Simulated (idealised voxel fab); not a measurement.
process module | voxel air gaps
cross-section cut | 210 nm wide | cells 5 nm
A cross-section is a grid of square cells, given in bands from the top down. A band is one or more rows of cells.
Each band's line starts with the height of the band's top and of its bottom, in nm. Then come its materials from left to right, each with its width in nm. One material with "throughout" fills the band from edge to edge. "air" is empty space.
Height 0 is the level under which the wafer as received is all one material. The lowest band goes on downwards, as in "0 down".
A width such as "30 to 40" changes by the same amount from each row of cells to the next, from the band's top row to its bottom row.
"no change" after a step means that no cell of the cross-section changed.
closed voids: empty space of 8 cells or more with no open way to the top, each as width x height at its distance from the left edge, in nm
after a step's settings: what the simulator itself notes on the step
overlay nm, on a step with a mask: how far to the right of its planned place the mask lay; to the left if negative
plan
1 op RECEIVE | material Si
2 op CONFORMAL_DEP | material SiO2 | thk nm 10
3 op CONFORMAL_DEP | material SiN | thk nm 5
4 op DIRECTIONAL_DEP | material SiO2 | thk nm 30
5 op PATTERN | tone open | mask id LINES | material resist | width nm 20 | pitch nm 45 | thk nm 20 | overlay nm 0
6 op DIRECTIONAL_ETCH | etch materials SiO2 | depth nm 30
7 op STRIP | etch materials resist
8 op CONFORMAL_DEP | material TiN | thk nm 5
9 op FILL_DEP | material Cu | thk nm 10
10 op CMP | height nm 45
11 op EPI | material Ru | thk nm 10
12 op SELECTIVE_ETCH | etch materials SiO2 | depth nm 40
13 op CONFORMAL_DEP | material SiCN | thk nm 5
first wafer, as planned
as received, after step 1
  0 down: Si throughout
  closed voids: none
after step 2
  10 to 0: SiO2 throughout
  below 0: unchanged
after step 3
  15 to 10: SiN throughout
  below 10: unchanged
after step 4
  45 to 15: SiO2 throughout
  below 15: unchanged
after step 5
  65 to 45: resist 25 | air 20 | resist 25 | air 20 | resist 25 | air 20 | resist 25 | air 20 | resist 30
  below 45: unchanged
after step 6
  65 to 45: resist 25 | air 20 | resist 25 | air 20 | resist 25 | air 20 | resist 25 | air 20 | resist 30
  45 to 15: SiO2 25 | air 20 | SiO2 25 | air 20 | SiO2 25 | air 20 | SiO2 25 | air 20 | SiO2 30
  below 15: unchanged
after step 7
  45 to 15: SiO2 25 | air 20 | SiO2 25 | air 20 | SiO2 25 | air 20 | SiO2 25 | air 20 | SiO2 30
  below 15: unchanged
after step 8
  50 to 45: TiN 30 | air 10 | TiN 35 | air 10 | TiN 35 | air 10 | TiN 35 | air 10 | TiN 35
  45 to 20: SiO2 25 | TiN 5 | air 10 | TiN 5 | SiO2 25 | TiN 5 | air 10 | TiN 5 | SiO2 25 | TiN 5 | air 10 | TiN 5 | SiO2 25 | TiN 5 | air 10 | TiN 5 | SiO2 30
  20 to 15: SiO2 25 | TiN 20 | SiO2 25 | TiN 20 | SiO2 25 | TiN 20 | SiO2 25 | TiN 20 | SiO2 30
  below 15: unchanged
after step 9
  60 to 50: Cu throughout
  50 to 45: TiN 30 | Cu 10 | TiN 35 | Cu 10 | TiN 35 | Cu 10 | TiN 35 | Cu 10 | TiN 35
  45 to 20: SiO2 25 | TiN 5 | Cu 10 | TiN 5 | SiO2 25 | TiN 5 | Cu 10 | TiN 5 | SiO2 25 | TiN 5 | Cu 10 | TiN 5 | SiO2 25 | TiN 5 | Cu 10 | TiN 5 | SiO2 30
  below 20: unchanged
after step 10
  45 to 20: SiO2 25 | TiN 5 | Cu 10 | TiN 5 | SiO2 25 | TiN 5 | Cu 10 | TiN 5 | SiO2 25 | TiN 5 | Cu 10 | TiN 5 | SiO2 25 | TiN 5 | Cu 10 | TiN 5 | SiO2 30
  below 20: unchanged
after step 11
  55 to 45: air 15 | Ru 40 | air 5 | Ru 40 | air 5 | Ru 40 | air 5 | Ru 40 | air 20
  below 45: unchanged
after step 12
  55 to 45: air 15 | Ru 40 | air 5 | Ru 40 | air 5 | Ru 40 | air 5 | Ru 40 | air 20
  45 to 20: air 25 | TiN 5 | Cu 10 | TiN 5 | air 25 | TiN 5 | Cu 10 | TiN 5 | air 25 | TiN 5 | Cu 10 | TiN 5 | air 25 | TiN 5 | Cu 10 | TiN 5 | air 30
  20 to 15: air 25 | TiN 20 | air 25 | TiN 20 | air 25 | TiN 20 | air 25 | TiN 20 | air 30
  below 15: unchanged
after step 13
  60 to 55: air 10 | SiCN 185 | air 15
  55 to 45: air 10 | SiCN 5 | Ru 40 | SiCN 5 | Ru 40 | SiCN 5 | Ru 40 | SiCN 5 | Ru 40 | SiCN 5 | air 15
  45 to 40: air 10 | SiCN 15 | TiN 5 | Cu 10 | TiN 5 | SiCN 25 | TiN 5 | Cu 10 | TiN 5 | SiCN 25 | TiN 5 | Cu 10 | TiN 5 | SiCN 25 | TiN 5 | Cu 10 | TiN 5 | SiCN 15 | air 15
  40 to 20: air 20 | SiCN 5 | TiN 5 | Cu 10 | TiN 5 | SiCN 5 | air 15 | SiCN 5 | TiN 5 | Cu 10 | TiN 5 | SiCN 5 | air 15 | SiCN 5 | TiN 5 | Cu 10 | TiN 5 | SiCN 5 | air 15 | SiCN 5 | TiN 5 | Cu 10 | TiN 5 | SiCN 5 | air 25
  20 to 15: SiCN 25 | TiN 20 | SiCN 25 | TiN 20 | SiCN 25 | TiN 20 | SiCN 25 | TiN 20 | SiCN 30
  below 15: unchanged
  closed voids: 15 x 20 at 50; 15 x 20 at 95; 15 x 20 at 140
second wafer: like start, like plan, one mistake. Through step 12 it matches the first wafer
when step 13 should have ended: no change
what went wrong: step 13 was left out
at the end the second wafer has, in cells: 126 fewer of SiCN
closed voids at the end (first wafer, second wafer): 3, 0
